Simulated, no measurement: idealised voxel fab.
Process module in this document: voxel plated lines
Pictured: cross-section cut, 285 nm wide, on a grid of 5 nm square cells.
Throughout this document, each cross-section is represented as a grid of square cells and is presented as a sequence of bands enumerated from the top downward, where a band comprises one or more rows of cells. In this notation a band is specified by the heights of its top and bottom, in that order and in nm, after which its materials appear from left to right, each paired with its width in nm. The word "everywhere" attached to a single material means that material fills the band from edge to edge; the word "empty" stands for empty space. Height datum 0, below which the as-received substrate wafer is one material. Lowest band open at the bottom, running downward: "top 0, no bottom". Graded width ("30 to 40"): value in top row of band = first number; value in bottom row = second number; row-to-row change constant. Any step labelled "no alteration" changed none of the cells in the cross-section. So "Sealed void inventory" is basically the list of trapped voids: any empty space of 8 cells or more that can't reach the top through an opening. They're written width x height at distance, the distance being from the left edge, and it's all nm. Step line, after settings: the simulator's comment on this step. overlay nm: for a step with a mask, the amount by which the mask lay right of where it was planned; a negative amount means left of it.

## plan
| 1 | RECEIVE, material Si |
| 2 | CONFORMAL_DEP, material SiN, thk nm 10 |
| 3 | DIRECTIONAL_DEP, material TiN, thk nm 5 |
| 4 | PATTERN, tone open, mask id LINES, material resist, width nm 20, pitch nm 40, thk nm 15, overlay nm 0 |
| 5 | EPI, material Ru, thk nm 10 |
| 6 | STRIP, etch materials resist |
| 7 | DIRECTIONAL_ETCH, etch materials TiN, depth nm 5 |
| 8 | CONFORMAL_DEP, material SiN, thk nm 10 |

## Wafer as received: cross-section following step 1
top 0, no bottom = Si everywhere
Sealed void inventory: none

## The plan above was carried out on the starting structure above with one mistake, and this cross-section shows the wafer at the end of the module
top 45, bottom 35 = empty=95, then SiN=90, then empty=100
top 35, bottom 25 = empty=95, then SiN=10 to 15, then Ru=30 to 20, then SiN=10 to 20, then Ru=30 to 20, then SiN=10 to 15, then empty=100
top 25, bottom 20 = empty=95, then SiN=15, then Ru=20, then SiN=5, then empty=10, then SiN=5, then Ru=20, then SiN=15, then empty=100
top 20, bottom 15 = SiN=110, then Ru=20, then SiN=20, then Ru=20, then SiN=115
top 15, bottom 10 = SiN=105, then TiN=30, then SiN=10, then TiN=30, then SiN=110
top 10, bottom 0 = SiN everywhere
top 0, no bottom = Si everywhere
Sealed void inventory: none
What was done differently from what was planned? in the plan, step 5 was performed twice
